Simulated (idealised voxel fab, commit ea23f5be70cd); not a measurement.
The following is a process module called voxel released beams.
Pictured: cross-section cut, 290 nm wide, on a grid of 5 nm square cells.
Cross-sections here: square-cell grids, written as top-down lists of bands, a band being one or more rows of cells. Heights first: top, then bottom, in nm. Then materials, left to right, each with a width in nm. "edge to edge" on a single material: fills the band edge to edge. "empty": empty space. Convention: height 0 is the level below which the wafer, as received, is all one material. The lowest band does not terminate at the bottom but continues downward, represented as "0 -> down". Width "30..40": first value at the band's top row of cells, second value at its bottom row, equal change from row to row. "nothing got changed" for a step: no cell of the cross-section changed in that step. Look at "Fully enclosed voids" for the closed voids: empty spaces with no open path to the top, sized 8 cells or up. Each is width x height at distance, distance from the left edge, all nm. What comes after the settings on a step's line is commentary from the simulator itself on that step. overlay nm: where the mask lay relative to plan, measured to the right, on steps with a mask; negatives go left.
List of planned process steps
1. op RECEIVE | material Si
2. op CONFORMAL_DEP | material Al2O3 | thk nm 10
3. op DIRECTIONAL_DEP | material SiO2 | thk nm 10
4. op PATTERN | tone open | mask id ANCHOR | material resist | width nm 25 | thk nm 20 | overlay nm 0
5. op DIRECTIONAL_ETCH | etch materials SiO2 | depth nm 10
6. op STRIP | etch materials resist
7. op CONFORMAL_DEP | material SiN | thk nm 10
8. op MASKED_ETCH | tone cover | mask id BEAM | width nm 80 | etch materials SiN | depth nm 10 | overlay nm 0
9. op STRIP | etch materials SiO2
Incoming wafer, cross-sectional view, post step 1
  0 -> down  Si edge to edge
  Fully enclosed voids: none
Cross-section: first of two wafers, module finished, run according to plan
  30 -> 20  empty 100 nm  SiN 15 nm  empty 5 nm  SiN 60 nm  empty 110 nm
  20 -> 10  empty 105 nm  SiN 25 nm  empty 160 nm
  10 -> 0  Al2O3 edge to edge
  0 -> down  Si edge to edge
  Fully enclosed voids: none
Wafer two (of two), end-of-module cross-section: start = wafer one, plan = wafer one, one run mistake
  30 -> 20  Al2O3 115 nm  empty 5 nm  Al2O3 170 nm
  20 -> 10  SiO2 105 nm  Al2O3 25 nm  SiO2 160 nm
  10 -> 0  Al2O3 edge to edge
  0 -> down  Si edge to edge
  Fully enclosed voids: none
Deviation noted in wafer processing: note that step 7 departed from the planned setting and was carried out as op CONFORMAL_DEP | material Al2O3 | thk nm 10
at the end the second wafer has, in cells: Al2O3 +124, SiN -40, SiO2 +106
